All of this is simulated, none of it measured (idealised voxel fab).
Process module name: voxel plated lines
Section cut is 230 nm wide and gridded with 5 nm square cells.
In this document a cross-section is written as a grid of square cells. It is given as a series of bands, listed from the top down, and a band is one or more rows of cells. The band entry comprises the height of the band's top followed by the height of its bottom, expressed in nm, and subsequently the band's materials from left to right, each stated together with its width in nm. Where a single material is marked with the word "edge to edge", that material fills the band from edge to edge. The word "blank" represents empty space. Measure heights from 0. That's the level where, below it, the as-received wafer is all one material. The lowest band is bottomless and extends downward; write it as in "0..down". Note: "30 to 40" means the width goes from the first number (top row of the band) to the second number (bottom row) in equal steps per row of cells. Step marked "nothing changed"? Then no cell in the cross-section changed in it. "Enclosed cavity list": empty spaces of 8 cells or more with no open way to the top, each given as width x height at distance, distance from the left edge, all in nm. Where a step's line continues beyond its settings, the continuation is a remark by the simulator itself on that step. You can add "overlay nm" to a step's line. For a step with a mask, it describes how far the mask lay to the right of its planned position, and a negative number describes a lay to the left.

Steps in the process plan
| 1 | RECEIVE: material Si |
| 2 | CONFORMAL_DEP: material Al2O3, thk nm 5 |
| 3 | DIRECTIONAL_DEP: material TiN, thk nm 5 |
| 4 | PATTERN: tone open, mask id LINES, material resist, width nm 20, pitch nm 45, thk nm 35, overlay nm 0 |
| 5 | EPI: material Ru, thk nm 10 |
| 6 | EPI: material Ru, thk nm 5 |
| 7 | EPI: material Ru, thk nm 5 |
| 8 | STRIP: etch materials resist |
| 9 | DIRECTIONAL_ETCH: etch materials TiN, depth nm 5 |
| 10 | CONFORMAL_DEP: material SiO2, thk nm 5 |

Wafer at receipt (post step 1), cross-section
- 0..down: Si edge to edge
- Enclosed cavity list: none

The module was run from the start shown above using the plan shown above, but one mistake was made doing it; the resulting wafer cross-section is below
- 45..40: blank (30); SiO2 (30); blank (15); SiO2 (30); blank (15); SiO2 (30); blank (15); SiO2 (30); blank (35)
- 40..10: blank (30); SiO2 (5); Ru (20); SiO2 (5); blank (15); SiO2 (5); Ru (20); SiO2 (5); blank (15); SiO2 (5); Ru (20); SiO2 (5); blank (15); SiO2 (5); Ru (20); SiO2 (5); blank (35)
- 10..5: SiO2 (35); TiN (20); SiO2 (25); TiN (20); SiO2 (25); TiN (20); SiO2 (25); TiN (20); SiO2 (40)
- 5..0: Al2O3 edge to edge
- 0..down: Si edge to edge
- Enclosed cavity list: none
Deviation noted in wafer processing: plan step 5 was twice executed
